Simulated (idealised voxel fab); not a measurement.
A process module follows: voxel tone inversion.
265 nm wide, 5 nm square cells: that's cross-section cut.
When this document writes out a cross-section, it uses a grid of square cells and lists it as bands, beginning at the top and moving down, with a band standing for one or more rows of cells. Band: top height; bottom height; in nm. Then, left to right: material with width in nm, for each material. "full width": a single material spanning edge to edge. "empty": empty space. Height 0 is the level under which the wafer as received is all one material. The lowest band goes on downwards, as in "0 -> down". It should be noted that a width expressed as "30->40" varies in equal increments from row to row of cells within the band, taking the value of the first number at the top row and that of the second number at the bottom row. Step marked "same as before"? Then no cell in the cross-section changed in it. The label "Enclosed void listing" introduces a list of the empty spaces, 8 cells or larger, that have no open way up to the top; each entry in it reads width x height at distance, where the distance is taken from the left edge and all three are stated in nm. after a step's settings: what the simulator itself notes on the step. overlay nm: where the mask lay relative to plan, measured to the right, on steps with a mask; negatives go left.
HERE'S WHAT THE PLANNED PROCESS STEPS LOOK LIKE
1 op RECEIVE | material Si
2 op CONFORMAL_DEP | material SiN | thk nm 10
3 op DIRECTIONAL_DEP | material polySi | thk nm 20
4 op PATTERN | tone cover | mask id POSTS | material resist | width nm 15 | pitch nm 40 | thk nm 30 | overlay nm 0
5 op DIRECTIONAL_ETCH | etch materials polySi | depth nm 20
6 op STRIP | etch materials resist
7 op FILL_DEP | material lowk | thk nm 10
8 op CMP | height nm 30
9 op STRIP | etch materials polySi
INCOMING WAFER, CROSS-SECTIONAL VIEW, POST STEP 1
0 -> down: Si full width
Enclosed void listing: none
STARTING STRUCTURE AND PROCESS PLAN ARE AS SHOWN ABOVE, BUT ONE MISTAKE WAS MADE IN RUNNING THE MODULE; THE WAFER CROSS-SECTION AT THE END OF THE MODULE FOLLOWS
30 -> 20: SiN full width
20 -> 0: polySi full width
0 -> down: Si full width
Enclosed void listing: none
Error vs. plan: steps 2 and 3 traded places in the executed sequence
